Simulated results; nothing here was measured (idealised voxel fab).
A process module follows: voxel self aligned vias.
Square cells of 5 nm make up the cross-section cut, whose width is 270 nm.
Bands, listed from the top down, are how a cross-section gets written in this document; the cross-section itself is a grid of square cells, and a band is one or more rows of them. Look at the band entry: it leads with the top's height and the bottom's height in nm. Then it lists the materials left to right, with a width in nm for each. The word "full width" on a single material says that material fills the band edge to edge. The word "air" is empty space. We count height from 0. Below that, the starting wafer is all one material. The lowest band never ends at the bottom but goes on down; see "0 -> down" for how that is written. A width given as "30->40" starts at the first number in the band's top row and ends at the second number in its bottom row, shifting by an equal amount at every step from row to row. Step marked "no alteration"? Then no cell in the cross-section changed in it. Listed in "Entrapped voids": every empty space of 8 or more cells without an open way to the top. Form: width x height at distance, the distance being from the left edge, all in nm. after a step's settings: what the simulator itself notes on the step. overlay nm: mask right of planned place by this much (step with mask). Neg. = left.

The steps planned for the process are as follows:
- 1: RECEIVE with material Si
- 2: CONFORMAL_DEP with material SiO2, thk nm 15
- 3: CONFORMAL_DEP with material SiCN, thk nm 5
- 4: DIRECTIONAL_DEP with material lowk, thk nm 25
- 5: MASKED_ETCH with tone open, mask id LINES, width nm 30, pitch nm 70, etch materials lowk, depth nm 25, overlay nm 0
- 6: CONFORMAL_DEP with material TiN, thk nm 5
- 7: FILL_DEP with material W, thk nm 10
- 8: CMP with height nm 45
- 9: SELECTIVE_ETCH with etch materials W Ru TiN, depth nm 5
- 10: FILL_DEP with material SiN, thk nm 10
- 11: CMP with height nm 45
- 12: DIRECTIONAL_DEP with material lowk, thk nm 15
- 13: DIRECTIONAL_DEP with material aC, thk nm 15
- 14: PATTERN with tone open, mask id VIAS, material resist, width nm 50, pitch nm 70, thk nm 30, overlay nm 0
- 15: DIRECTIONAL_ETCH with etch materials aC, depth nm 15
- 16: STRIP with etch materials resist
- 17: DIRECTIONAL_ETCH with etch materials lowk, depth nm 15
- 18: DIRECTIONAL_ETCH with etch materials SiN, depth nm 5
- 19: STRIP with etch materials aC
- 20: CONFORMAL_DEP with material TiN, thk nm 5
- 21: FILL_DEP with material W, thk nm 5
- 22: CMP with height nm 60
- 23: CONFORMAL_DEP with material SiN, thk nm 5

Cross-section, incoming material, after step 1:
- 0 -> down  Si full width
- Entrapped voids: none

Look at the cross-section after the module: the wafer started out the way shown above and the plan was the one shown above, yet one mistake was made along the way:
- 65 -> 60  SiN full width
- 60 -> 50  40 nm lowk; 5 nm TiN; 40 nm W; 5 nm TiN; 20 nm lowk; 5 nm TiN; 40 nm W; 5 nm TiN; 20 nm lowk; 5 nm TiN; 40 nm W; 5 nm TiN; 40 nm lowk
- 50 -> 45  40 nm lowk; 50 nm TiN; 20 nm lowk; 50 nm TiN; 20 nm lowk; 50 nm TiN; 40 nm lowk
- 45 -> 40  40 nm SiN; 10 nm TiN; 30 nm lowk; 10 nm TiN; 20 nm SiN; 10 nm TiN; 30 nm lowk; 10 nm TiN; 20 nm SiN; 10 nm TiN; 30 nm lowk; 10 nm TiN; 40 nm SiN
- 40 -> 25  45 nm W; 5 nm TiN; 30 nm lowk; 5 nm TiN; 30 nm W; 5 nm TiN; 30 nm lowk; 5 nm TiN; 30 nm W; 5 nm TiN; 30 nm lowk; 5 nm TiN; 45 nm W
- 25 -> 20  50 nm TiN; 30 nm lowk; 40 nm TiN; 30 nm lowk; 40 nm TiN; 30 nm lowk; 50 nm TiN
- 20 -> 15  SiCN full width
- 15 -> 0  SiO2 full width
- 0 -> down  Si full width
- Entrapped voids: none
Against the plan, the run slipped here: step 5, actual vs plan mismatch, actual run MASKED_ETCH with tone cover, mask id LINES, width nm 30, pitch nm 70, etch materials lowk, depth nm 25, overlay nm 0
